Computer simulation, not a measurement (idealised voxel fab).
Presented below is a process module, voxel capacitor over wiring.
Displayed cross-section: cut, width of 195 nm, square cells sized 5 nm.
Each cross-section below is a grid of square cells, stated as bands in top-down order, with one or more rows of cells making up each band. A band entry consists of two parts. The first gives the height of the band's top and the height of its bottom, in nm. The rest lists the band's materials from left to right, each with its width in nm. A single material labelled with the word "everywhere" fills the band from edge to edge, and the word "blank" marks empty space. Convention: height 0 is the level below which the wafer, as received, is all one material. The lowest band does not terminate at the bottom but continues downward, represented as "0 and below". Graded width ("30->40"): value in top row of band = first number; value in bottom row = second number; row-to-row change constant. "nothing was modified" for a step: no cell of the cross-section changed in that step. Entry "Tabulated closed voids" = empty spaces >= 8 cells with no open way to the top; each as width x height at distance, distance from left edge, all nm. On a step's line, text after the settings is the simulator commenting on that step. If you see "overlay nm" on a step's line and that step has a mask, it's telling you how far right of where it was planned the mask ended up; a negative number means it went left instead.

This section lists the process steps that were planned
- 1: RECEIVE: material Si
- 2: CONFORMAL_DEP: material SiO2, thk nm 10
- 3: CONFORMAL_DEP: material SiN, thk nm 5
- 4: DIRECTIONAL_DEP: material lowk, thk nm 15
- 5: PATTERN: tone open, mask id METAL_1, material resist, width nm 25, pitch nm 95, thk nm 20, overlay nm 0
- 6: DIRECTIONAL_ETCH: etch materials lowk, depth nm 15
- 7: DIRECTIONAL_ETCH: etch materials SiN, depth nm 5
- 8: STRIP: etch materials resist
- 9: CONFORMAL_DEP: material TiN, thk nm 5
- 10: FILL_DEP: material Cu, thk nm 5
- 11: CMP: height nm 30
- 12: CONFORMAL_DEP: material SiCN, thk nm 5
- 13: DIRECTIONAL_DEP: material SiO2, thk nm 15
- 14: MASKED_ETCH: tone open, mask id PLUG_1, width nm 15, etch materials SiO2, depth nm 15, overlay nm 0
- 15: MASKED_ETCH: tone open, mask id PLUG_1, width nm 15, etch materials SiCN, depth nm 5, overlay nm 0
- 16: CONFORMAL_DEP: material TiN, thk nm 5
- 17: FILL_DEP: material Cu, thk nm 5
- 18: CMP: height nm 50
- 19: DIRECTIONAL_DEP: material TiN, thk nm 10
- 20: DIRECTIONAL_DEP: material HfO2, thk nm 5
- 21: DIRECTIONAL_DEP: material TiN, thk nm 5
- 22: DIRECTIONAL_DEP: material aC, thk nm 15
- 23: PATTERN: tone cover, mask id UPPER_PLATE, material resist, width nm 75, thk nm 30, overlay nm 0
- 24: DIRECTIONAL_ETCH: etch materials aC, depth nm 15
- 25: STRIP: etch materials resist
- 26: DIRECTIONAL_ETCH: etch materials TiN, depth nm 5
- 27: DIRECTIONAL_ETCH: etch materials HfO2, depth nm 5
- 28: STRIP: etch materials aC
- 29: PATTERN: tone cover, mask id LOWER_PLATE, material resist, width nm 85, thk nm 15, overlay nm 0
- 30: DIRECTIONAL_ETCH: etch materials TiN, depth nm 10
- 31: STRIP: etch materials resist
- 32: FILL_DEP: material SiO2, thk nm 15
- 33: CMP: height nm 80
- 34: PATTERN: tone open, mask id PLUG_2, material resist, width nm 15, thk nm 20, overlay nm 0
- 35: DIRECTIONAL_ETCH: etch materials SiO2, depth nm 10
- 36: STRIP: etch materials resist
- 37: CONFORMAL_DEP: material TiN, thk nm 5
- 38: FILL_DEP: material W, thk nm 5
- 39: CMP: height nm 80
- 40: CONFORMAL_DEP: material SiCN, thk nm 5

as received, after step 1
    0 and below | Si everywhere
    Tabulated closed voids: none

Result of the module, cross-sectioned: start per above, plan per above, one error in how it was run
    85 down to 80 | SiCN everywhere
    80 down to 75 | SiO2: 55  TiN: 5  W: 5  TiN: 5  SiO2: 125
    75 down to 65 | SiO2: 55  TiN: 15->70  SiO2: 125->70
    65 down to 60 | SiO2: 55  HfO2: 75  SiO2: 65
    60 down to 50 | SiO2: 40  TiN: 90  SiO2: 65
    50 down to 35 | SiO2: 45  TiN: 5  Cu: 5  TiN: 5  SiO2: 135
    35 down to 30 | SiCN: 45  TiN: 15  SiCN: 135
    30 down to 15 | lowk: 35  TiN: 5  Cu: 15  TiN: 5  lowk: 70  TiN: 5  Cu: 15  TiN: 5  lowk: 40
    15 down to 10 | SiN: 35  TiN: 25  SiN: 70  TiN: 25  SiN: 40
    10 down to 0 | SiO2 everywhere
    0 and below | Si everywhere
    Tabulated closed voids: none
It is concluded that the wafer was processed incorrectly with respect to the plan, in that step 23 did not happen as planned, as run it was PATTERN: tone cover, mask id UPPER_PLATE, material resist, width nm 75, thk nm 30, overlay nm 10
